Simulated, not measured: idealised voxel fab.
The document below concerns the process module designated voxel air gaps.
Displayed cross-section: cut, width of 220 nm, square cells sized 5 nm.
When this document writes out a cross-section, it uses a grid of square cells and lists it as bands, beginning at the top and moving down, with a band standing for one or more rows of cells. For a band, the entry starts with two heights in nm, that of the top and then that of the bottom, and carries on with the band's materials in order from left to right, each alongside its width in nm; the word "everywhere" beside a single material means it fills the band edge to edge, and "blank" means empty space. Convention: height 0 is the level below which the wafer, as received, is all one material. The lowest band does not terminate at the bottom but continues downward, represented as "0..down". The expression "30 to 40" gives the width at the extremes of the band, the first number at its top row of cells and the second at its bottom row, with the width changing by equal amounts from each row to the next in between. Given "remained unchanged" for a step, no cell of the cross-section differs between before and after that step. The entry "Closed void inventory" lists the empty spaces that cover at least 8 cells and have no open path to the top. Each is written as width x height at distance, where the distance is measured from the left edge and all three values are in nm. Anything after a step's settings on that line? It's the simulator's own note about the step. overlay nm: where the mask lay relative to plan, measured to the right, on steps with a mask; negatives go left.
PLAN
1) RECEIVE, material Si
2) CONFORMAL_DEP, material SiO2, thk nm 15
3) CONFORMAL_DEP, material SiN, thk nm 5
4) DIRECTIONAL_DEP, material SiO2, thk nm 35
5) DIRECTIONAL_DEP, material aC, thk nm 15
6) PATTERN, tone open, mask id LINES, material resist, width nm 20, pitch nm 50, thk nm 30, overlay nm 0
7) DIRECTIONAL_ETCH, etch materials aC, depth nm 15
8) STRIP, etch materials resist
9) DIRECTIONAL_ETCH, etch materials SiO2, depth nm 35
10) STRIP, etch materials aC
11) CONFORMAL_DEP, material TiN, thk nm 5
12) FILL_DEP, material W, thk nm 10
13) CMP, height nm 55
14) EPI, material Ru, thk nm 10
15) SELECTIVE_ETCH, etch materials SiO2, depth nm 45
16) CONFORMAL_DEP, material SiCN, thk nm 5
FIRST OF TWO WAFERS, PROCESSED ACCORDING TO PLAN
THE CROSS-SECTION HERE SHOWS THE WAFER AS RECEIVED, I.E. IN ITS STATE AFTER STEP 1
	0..down  Si everywhere
	Closed void inventory: none
AFTER STEP 2
	15..0  SiO2 everywhere
	Rest of section, below 0: as before.
AFTER STEP 3
	20..15  SiN everywhere
	Rest of section, below 15: as before.
AFTER STEP 4
	55..20  SiO2 everywhere
	Rest of section, below 20: as before.
AFTER STEP 5
	70..55  aC everywhere
	Rest of section, below 55: as before.
AFTER STEP 6
	100..70  resist 25 nm  blank 20 nm  resist 30 nm  blank 20 nm  resist 30 nm  blank 20 nm  resist 30 nm  blank 20 nm  resist 25 nm
	Rest of section, below 70: as before.
AFTER STEP 7
	85..70  resist 25 nm  blank 20 nm  resist 30 nm  blank 20 nm  resist 30 nm  blank 20 nm  resist 30 nm  blank 20 nm  resist 25 nm
	70..55  aC 25 nm  blank 20 nm  aC 30 nm  blank 20 nm  aC 30 nm  blank 20 nm  aC 30 nm  blank 20 nm  aC 25 nm
	Rest of section, below 55: as before.
AFTER STEP 8
	70..55  aC 25 nm  blank 20 nm  aC 30 nm  blank 20 nm  aC 30 nm  blank 20 nm  aC 30 nm  blank 20 nm  aC 25 nm
	Rest of section, below 55: as before.
AFTER STEP 9
	70..55  aC 25 nm  blank 20 nm  aC 30 nm  blank 20 nm  aC 30 nm  blank 20 nm  aC 30 nm  blank 20 nm  aC 25 nm
	55..20  SiO2 25 nm  blank 20 nm  SiO2 30 nm  blank 20 nm  SiO2 30 nm  blank 20 nm  SiO2 30 nm  blank 20 nm  SiO2 25 nm
	Rest of section, below 20: as before.
AFTER STEP 10
	55..20  SiO2 25 nm  blank 20 nm  SiO2 30 nm  blank 20 nm  SiO2 30 nm  blank 20 nm  SiO2 30 nm  blank 20 nm  SiO2 25 nm
	Rest of section, below 20: as before.
AFTER STEP 11
	60..55  TiN 30 nm  blank 10 nm  TiN 40 nm  blank 10 nm  TiN 40 nm  blank 10 nm  TiN 40 nm  blank 10 nm  TiN 30 nm
	55..25  SiO2 25 nm  TiN 5 nm  blank 10 nm  TiN 5 nm  SiO2 30 nm  TiN 5 nm  blank 10 nm  TiN 5 nm  SiO2 30 nm  TiN 5 nm  blank 10 nm  TiN 5 nm  SiO2 30 nm  TiN 5 nm  blank 10 nm  TiN 5 nm  SiO2 25 nm
	25..20  SiO2 25 nm  TiN 20 nm  SiO2 30 nm  TiN 20 nm  SiO2 30 nm  TiN 20 nm  SiO2 30 nm  TiN 20 nm  SiO2 25 nm
	Rest of section, below 20: as before.
AFTER STEP 12
	70..60  W everywhere
	60..55  TiN 30 nm  W 10 nm  TiN 40 nm  W 10 nm  TiN 40 nm  W 10 nm  TiN 40 nm  W 10 nm  TiN 30 nm
	55..25  SiO2 25 nm  TiN 5 nm  W 10 nm  TiN 5 nm  SiO2 30 nm  TiN 5 nm  W 10 nm  TiN 5 nm  SiO2 30 nm  TiN 5 nm  W 10 nm  TiN 5 nm  SiO2 30 nm  TiN 5 nm  W 10 nm  TiN 5 nm  SiO2 25 nm
	Rest of section, below 25: as before.
AFTER STEP 13
	55..25  SiO2 25 nm  TiN 5 nm  W 10 nm  TiN 5 nm  SiO2 30 nm  TiN 5 nm  W 10 nm  TiN 5 nm  SiO2 30 nm  TiN 5 nm  W 10 nm  TiN 5 nm  SiO2 30 nm  TiN 5 nm  W 10 nm  TiN 5 nm  SiO2 25 nm
	Rest of section, below 25: as before.
AFTER STEP 14
	65..55  blank 15 nm  Ru 40 nm  blank 10 nm  Ru 40 nm  blank 10 nm  Ru 40 nm  blank 10 nm  Ru 40 nm  blank 15 nm
	Rest of section, below 55: as before.
AFTER STEP 15
	65..55  blank 15 nm  Ru 40 nm  blank 10 nm  Ru 40 nm  blank 10 nm  Ru 40 nm  blank 10 nm  Ru 40 nm  blank 15 nm
	55..25  blank 25 nm  TiN 5 nm  W 10 nm  TiN 5 nm  blank 30 nm  TiN 5 nm  W 10 nm  TiN 5 nm  blank 30 nm  TiN 5 nm  W 10 nm  TiN 5 nm  blank 30 nm  TiN 5 nm  W 10 nm  TiN 5 nm  blank 25 nm
	25..20  blank 25 nm  TiN 20 nm  blank 30 nm  TiN 20 nm  blank 30 nm  TiN 20 nm  blank 30 nm  TiN 20 nm  blank 25 nm
	Rest of section, below 20: as before.
AFTER STEP 16
	70..65  blank 10 nm  SiCN 200 nm  blank 10 nm
	65..55  blank 10 nm  SiCN 5 nm  Ru 40 nm  SiCN 10 nm  Ru 40 nm  SiCN 10 nm  Ru 40 nm  SiCN 10 nm  Ru 40 nm  SiCN 5 nm  blank 10 nm
	55..50  blank 10 nm  SiCN 15 nm  TiN 5 nm  W 10 nm  TiN 5 nm  SiCN 30 nm  TiN 5 nm  W 10 nm  TiN 5 nm  SiCN 30 nm  TiN 5 nm  W 10 nm  TiN 5 nm  SiCN 30 nm  TiN 5 nm  W 10 nm  TiN 5 nm  SiCN 15 nm  blank 10 nm
	50..25  blank 20 nm  SiCN 5 nm  TiN 5 nm  W 10 nm  TiN 5 nm  SiCN 5 nm  blank 20 nm  SiCN 5 nm  TiN 5 nm  W 10 nm  TiN 5 nm  SiCN 5 nm  blank 20 nm  SiCN 5 nm  TiN 5 nm  W 10 nm  TiN 5 nm  SiCN 5 nm  blank 20 nm  SiCN 5 nm  TiN 5 nm  W 10 nm  TiN 5 nm  SiCN 5 nm  blank 20 nm
	25..20  SiCN 25 nm  TiN 20 nm  SiCN 30 nm  TiN 20 nm  SiCN 30 nm  TiN 20 nm  SiCN 30 nm  TiN 20 nm  SiCN 25 nm
	Rest of section, below 20: as before.
	Closed void inventory: 20 x 25 at 50; 20 x 25 at 100; 20 x 25 at 150
OKAY, SECOND WAFER. NOTHING DIFFERENT AT THE START, NOTHING DIFFERENT IN THE PLAN, JUST ONE MISTAKE SOMEWHERE IN THE RUNNING. AS FAR AS STEP 5, COUNTING THAT STEP, IT'S THE FIRST WAFER ALL OVER AGAIN
SECOND WAFER PROFILE IN SECTION, AT THE MOMENT STEP 6 OF THE PLAN WAS MEANT TO BE COMPLETE
	100..70  resist 30 nm  blank 15 nm  resist 35 nm  blank 15 nm  resist 35 nm  blank 15 nm  resist 35 nm  blank 15 nm  resist 25 nm
	Rest of section, below 70: as before.
SECOND WAFER PROFILE IN SECTION, AT THE MOMENT STEP 7 OF THE PLAN WAS MEANT TO BE COMPLETE
	85..70  resist 30 nm  blank 15 nm  resist 35 nm  blank 15 nm  resist 35 nm  blank 15 nm  resist 35 nm  blank 15 nm  resist 25 nm
	70..55  aC 30 nm  blank 15 nm  aC 35 nm  blank 15 nm  aC 35 nm  blank 15 nm  aC 35 nm  blank 15 nm  aC 25 nm
	Rest of section, below 55: as before.
SECOND WAFER PROFILE IN SECTION, AT THE MOMENT STEP 8 OF THE PLAN WAS MEANT TO BE COMPLETE
	70..55  aC 30 nm  blank 15 nm  aC 35 nm  blank 15 nm  aC 35 nm  blank 15 nm  aC 35 nm  blank 15 nm  aC 25 nm
	Rest of section, below 55: as before.
SECOND WAFER PROFILE IN SECTION, AT THE MOMENT STEP 9 OF THE PLAN WAS MEANT TO BE COMPLETE
	70..55  aC 30 nm  blank 15 nm  aC 35 nm  blank 15 nm  aC 35 nm  blank 15 nm  aC 35 nm  blank 15 nm  aC 25 nm
	55..20  SiO2 30 nm  blank 15 nm  SiO2 35 nm  blank 15 nm  SiO2 35 nm  blank 15 nm  SiO2 35 nm  blank 15 nm  SiO2 25 nm
	Rest of section, below 20: as before.
SECOND WAFER PROFILE IN SECTION, AT THE MOMENT STEP 10 OF THE PLAN WAS MEANT TO BE COMPLETE
	55..20  SiO2 30 nm  blank 15 nm  SiO2 35 nm  blank 15 nm  SiO2 35 nm  blank 15 nm  SiO2 35 nm  blank 15 nm  SiO2 25 nm
	Rest of section, below 20: as before.
SECOND WAFER PROFILE IN SECTION, AT THE MOMENT STEP 11 OF THE PLAN WAS MEANT TO BE COMPLETE
	60..55  TiN 35 nm  blank 5 nm  TiN 45 nm  blank 5 nm  TiN 45 nm  blank 5 nm  TiN 45 nm  blank 5 nm  TiN 30 nm
	55..25  SiO2 30 nm  TiN 5 nm  blank 5 nm  TiN 5 nm  SiO2 35 nm  TiN 5 nm  blank 5 nm  TiN 5 nm  SiO2 35 nm  TiN 5 nm  blank 5 nm  TiN 5 nm  SiO2 35 nm  TiN 5 nm  blank 5 nm  TiN 5 nm  SiO2 25 nm
	25..20  SiO2 30 nm  TiN 15 nm  SiO2 35 nm  TiN 15 nm  SiO2 35 nm  TiN 15 nm  SiO2 35 nm  TiN 15 nm  SiO2 25 nm
	Rest of section, below 20: as before.
SECOND WAFER PROFILE IN SECTION, AT THE MOMENT STEP 12 OF THE PLAN WAS MEANT TO BE COMPLETE
	70..60  W everywhere
	60..55  TiN 35 nm  W 5 nm  TiN 45 nm  W 5 nm  TiN 45 nm  W 5 nm  TiN 45 nm  W 5 nm  TiN 30 nm
	55..25  SiO2 30 nm  TiN 5 nm  W 5 nm  TiN 5 nm  SiO2 35 nm  TiN 5 nm  W 5 nm  TiN 5 nm  SiO2 35 nm  TiN 5 nm  W 5 nm  TiN 5 nm  SiO2 35 nm  TiN 5 nm  W 5 nm  TiN 5 nm  SiO2 25 nm
	Rest of section, below 25: as before.
SECOND WAFER PROFILE IN SECTION, AT THE MOMENT STEP 13 OF THE PLAN WAS MEANT TO BE COMPLETE
	55..25  SiO2 30 nm  TiN 5 nm  W 5 nm  TiN 5 nm  SiO2 35 nm  TiN 5 nm  W 5 nm  TiN 5 nm  SiO2 35 nm  TiN 5 nm  W 5 nm  TiN 5 nm  SiO2 35 nm  TiN 5 nm  W 5 nm  TiN 5 nm  SiO2 25 nm
	Rest of section, below 25: as before.
SECOND WAFER PROFILE IN SECTION, AT THE MOMENT STEP 14 OF THE PLAN WAS MEANT TO BE COMPLETE
	65..55  blank 20 nm  Ru 35 nm  blank 15 nm  Ru 35 nm  blank 15 nm  Ru 35 nm  blank 15 nm  Ru 35 nm  blank 15 nm
	Rest of section, below 55: as before.
SECOND WAFER PROFILE IN SECTION, AT THE MOMENT STEP 15 OF THE PLAN WAS MEANT TO BE COMPLETE
	65..55  blank 20 nm  Ru 35 nm  blank 15 nm  Ru 35 nm  blank 15 nm  Ru 35 nm  blank 15 nm  Ru 35 nm  blank 15 nm
	55..25  blank 30 nm  TiN 5 nm  W 5 nm  TiN 5 nm  blank 35 nm  TiN 5 nm  W 5 nm  TiN 5 nm  blank 35 nm  TiN 5 nm  W 5 nm  TiN 5 nm  blank 35 nm  TiN 5 nm  W 5 nm  TiN 5 nm  blank 25 nm
	25..20  blank 30 nm  TiN 15 nm  blank 35 nm  TiN 15 nm  blank 35 nm  TiN 15 nm  blank 35 nm  TiN 15 nm  blank 25 nm
	Rest of section, below 20: as before.
SECOND WAFER PROFILE IN SECTION, AT THE MOMENT STEP 16 OF THE PLAN WAS MEANT TO BE COMPLETE
	70..65  blank 15 nm  SiCN 45 nm  blank 5 nm  SiCN 45 nm  blank 5 nm  SiCN 45 nm  blank 5 nm  SiCN 45 nm  blank 10 nm
	65..55  blank 15 nm  SiCN 5 nm  Ru 35 nm  SiCN 5 nm  blank 5 nm  SiCN 5 nm  Ru 35 nm  SiCN 5 nm  blank 5 nm  SiCN 5 nm  Ru 35 nm  SiCN 5 nm  blank 5 nm  SiCN 5 nm  Ru 35 nm  SiCN 5 nm  blank 10 nm
	55..50  blank 15 nm  SiCN 15 nm  TiN 5 nm  W 5 nm  TiN 5 nm  SiCN 15 nm  blank 5 nm  SiCN 15 nm  TiN 5 nm  W 5 nm  TiN 5 nm  SiCN 15 nm  blank 5 nm  SiCN 15 nm  TiN 5 nm  W 5 nm  TiN 5 nm  SiCN 15 nm  blank 5 nm  SiCN 15 nm  TiN 5 nm  W 5 nm  TiN 5 nm  SiCN 15 nm  blank 10 nm
	50..25  blank 25 nm  SiCN 5 nm  TiN 5 nm  W 5 nm  TiN 5 nm  SiCN 5 nm  blank 25 nm  SiCN 5 nm  TiN 5 nm  W 5 nm  TiN 5 nm  SiCN 5 nm  blank 25 nm  SiCN 5 nm  TiN 5 nm  W 5 nm  TiN 5 nm  SiCN 5 nm  blank 25 nm  SiCN 5 nm  TiN 5 nm  W 5 nm  TiN 5 nm  SiCN 5 nm  blank 20 nm
	25..20  SiCN 30 nm  TiN 15 nm  SiCN 35 nm  TiN 15 nm  SiCN 35 nm  TiN 15 nm  SiCN 35 nm  TiN 15 nm  SiCN 25 nm
	Rest of section, below 20: as before.
Plan not followed: planned and actual differ for step 6; actual: PATTERN, tone open, mask id LINES, material resist, width nm 15, pitch nm 50, thk nm 30, overlay nm 0
At the finish, the second wafer shows more or fewer cells for some materials than the first does: Ru: 8 fewer | TiN: 4 fewer | W: 24 fewer
Final observation: first wafer, 3 closed voids; second wafer, 0 closed voids.
